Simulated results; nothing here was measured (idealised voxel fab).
A process module follows: voxel quadruple lines.
Square cell edge 5 nm, section width 175 nm, ID cut.
When this document writes out a cross-section, it uses a grid of square cells and lists it as bands, beginning at the top and moving down, with a band standing for one or more rows of cells.
Band: top height; bottom height; in nm. Then, left to right: material with width in nm, for each material. "full width": a single material spanning edge to edge. "blank": empty space.
Heights are expressed relative to 0, this being the level below which the as-received wafer comprises one material exclusively. The lowest band is unbounded in the downward direction and is denoted as in "top 0, no bottom".
Quick explanation for "30 to 40": the width changes in equal steps down the rows of cells, from the first number in the band's top row to the second number in its bottom row.
Any step labelled "nothing was modified" changed none of the cells in the cross-section.
Voids lacking openings: empty space of 8 cells or more with no open way to the top, each as width x height at its distance from the left edge, in nm
Formally, on a step line, whatever follows the settings is a remark that the simulator itself makes on the step.
The line of a step may include "overlay nm". On a step with a mask, this value is how far to the right of its planned place the mask lay. A negative value means the mask lay to the left.
The planned process steps are enumerated hereunder
1 op RECEIVE | material Si
2 op CONFORMAL_DEP | material SiO2 | thk nm 5
3 op DIRECTIONAL_DEP | material TiN | thk nm 15
4 op DIRECTIONAL_DEP | material polySi | thk nm 15
5 op DIRECTIONAL_DEP | material aC | thk nm 20
6 op PATTERN | tone cover | mask id MANDREL | material resist | width nm 35 | thk nm 30 | overlay nm 0
7 op DIRECTIONAL_ETCH | etch materials aC | depth nm 20
8 op STRIP | etch materials resist
9 op CONFORMAL_DEP | material SiO2 | thk nm 15
10 op DIRECTIONAL_ETCH | etch materials SiO2 | depth nm 15
11 op STRIP | etch materials aC
12 op DIRECTIONAL_ETCH | etch materials polySi | depth nm 15
13 op STRIP | etch materials SiO2
14 op CONFORMAL_DEP | material SiCN | thk nm 10
15 op DIRECTIONAL_ETCH | etch materials SiCN | depth nm 10
16 op STRIP | etch materials polySi
17 op DIRECTIONAL_ETCH | etch materials TiN | depth nm 15
18 op STRIP | etch materials SiCN
19 op FILL_DEP | material SiO2 | thk nm 5
20 op CMP | height nm 20
First of two wafers, processed according to plan
As received, after step 1
	top 0, no bottom | Si full width
	Voids lacking openings: none
Cross-section of the wafer after step 2
	top 5, bottom 0 | SiO2 full width
	below 0: unchanged
Cross-section of the wafer after step 3
	top 20, bottom 5 | TiN full width
	below 5: unchanged
Cross-section of the wafer after step 4
	top 35, bottom 20 | polySi full width
	below 20: unchanged
Cross-section of the wafer after step 5
	top 55, bottom 35 | aC full width
	below 35: unchanged
Cross-section of the wafer after step 6
	top 85, bottom 55 | blank=70, then resist=35, then blank=70
	below 55: unchanged
Cross-section of the wafer after step 7
	top 65, bottom 55 | blank=70, then resist=35, then blank=70
	top 55, bottom 35 | blank=70, then aC=35, then blank=70
	below 35: unchanged
Cross-section of the wafer after step 8
	top 55, bottom 35 | blank=70, then aC=35, then blank=70
	below 35: unchanged
Cross-section of the wafer after step 9
	top 70, bottom 55 | blank=55, then SiO2=65, then blank=55
	top 55, bottom 50 | blank=55, then SiO2=15, then aC=35, then SiO2=15, then blank=55
	top 50, bottom 35 | SiO2=70, then aC=35, then SiO2=70
	below 35: unchanged
Cross-section of the wafer after step 10
	top 55, bottom 35 | blank=55, then SiO2=15, then aC=35, then SiO2=15, then blank=55
	below 35: unchanged
Cross-section of the wafer after step 11
	top 55, bottom 35 | blank=55, then SiO2=15, then blank=35, then SiO2=15, then blank=55
	below 35: unchanged
Cross-section of the wafer after step 12
	top 55, bottom 35 | blank=55, then SiO2=15, then blank=35, then SiO2=15, then blank=55
	top 35, bottom 20 | blank=55, then polySi=15, then blank=35, then polySi=15, then blank=55
	below 20: unchanged
Cross-section of the wafer after step 13
	top 35, bottom 20 | blank=55, then polySi=15, then blank=35, then polySi=15, then blank=55
	below 20: unchanged
Cross-section of the wafer after step 14
	top 45, bottom 35 | blank=45, then SiCN=35, then blank=15, then SiCN=35, then blank=45
	top 35, bottom 30 | blank=45, then SiCN=10, then polySi=15, then SiCN=10, then blank=15, then SiCN=10, then polySi=15, then SiCN=10, then blank=45
	top 30, bottom 20 | SiCN=55, then polySi=15, then SiCN=35, then polySi=15, then SiCN=55
	below 20: unchanged
Cross-section of the wafer after step 15
	top 35, bottom 20 | blank=45, then SiCN=10, then polySi=15, then SiCN=10, then blank=15, then SiCN=10, then polySi=15, then SiCN=10, then blank=45
	below 20: unchanged
Cross-section of the wafer after step 16
	top 35, bottom 20 | blank=45, then SiCN=10, then blank=15, then SiCN=10, then blank=15, then SiCN=10, then blank=15, then SiCN=10, then blank=45
	below 20: unchanged
Cross-section of the wafer after step 17
	top 35, bottom 20 | blank=45, then SiCN=10, then blank=15, then SiCN=10, then blank=15, then SiCN=10, then blank=15, then SiCN=10, then blank=45
	top 20, bottom 5 | blank=45, then TiN=10, then blank=15, then TiN=10, then blank=15, then TiN=10, then blank=15, then TiN=10, then blank=45
	below 5: unchanged
Cross-section of the wafer after step 18
	top 20, bottom 5 | blank=45, then TiN=10, then blank=15, then TiN=10, then blank=15, then TiN=10, then blank=15, then TiN=10, then blank=45
	below 5: unchanged
Cross-section of the wafer after step 19
	top 25, bottom 20 | SiO2 full width
	top 20, bottom 5 | SiO2=45, then TiN=10, then SiO2=15, then TiN=10, then SiO2=15, then TiN=10, then SiO2=15, then TiN=10, then SiO2=45
	below 5: unchanged
Cross-section of the wafer after step 20
	top 20, bottom 5 | SiO2=45, then TiN=10, then SiO2=15, then TiN=10, then SiO2=15, then TiN=10, then SiO2=15, then TiN=10, then SiO2=45
	below 5: unchanged
Notes, second wafer: start = first wafer's, plan = first wafer's, execution had one mistake; history identical to first through step 18
Cross-sectional representation of the second wafer at the time designated in the plan for the completion of step 19
	top 25, bottom 20 | aC full width
	top 20, bottom 5 | aC=45, then TiN=10, then aC=15, then TiN=10, then aC=15, then TiN=10, then aC=15, then TiN=10, then aC=45
	below 5: unchanged
Cross-sectional representation of the second wafer at the time designated in the plan for the completion of step 20
	top 20, bottom 5 | aC=45, then TiN=10, then aC=15, then TiN=10, then aC=15, then TiN=10, then aC=15, then TiN=10, then aC=45
	below 5: unchanged
what went wrong: step 19 off recipe, ran as op FILL_DEP | material aC | thk nm 5
Final wafer comparison in cells, second versus first, more or fewer per material: 81 fewer of SiO2, 81 more of aC
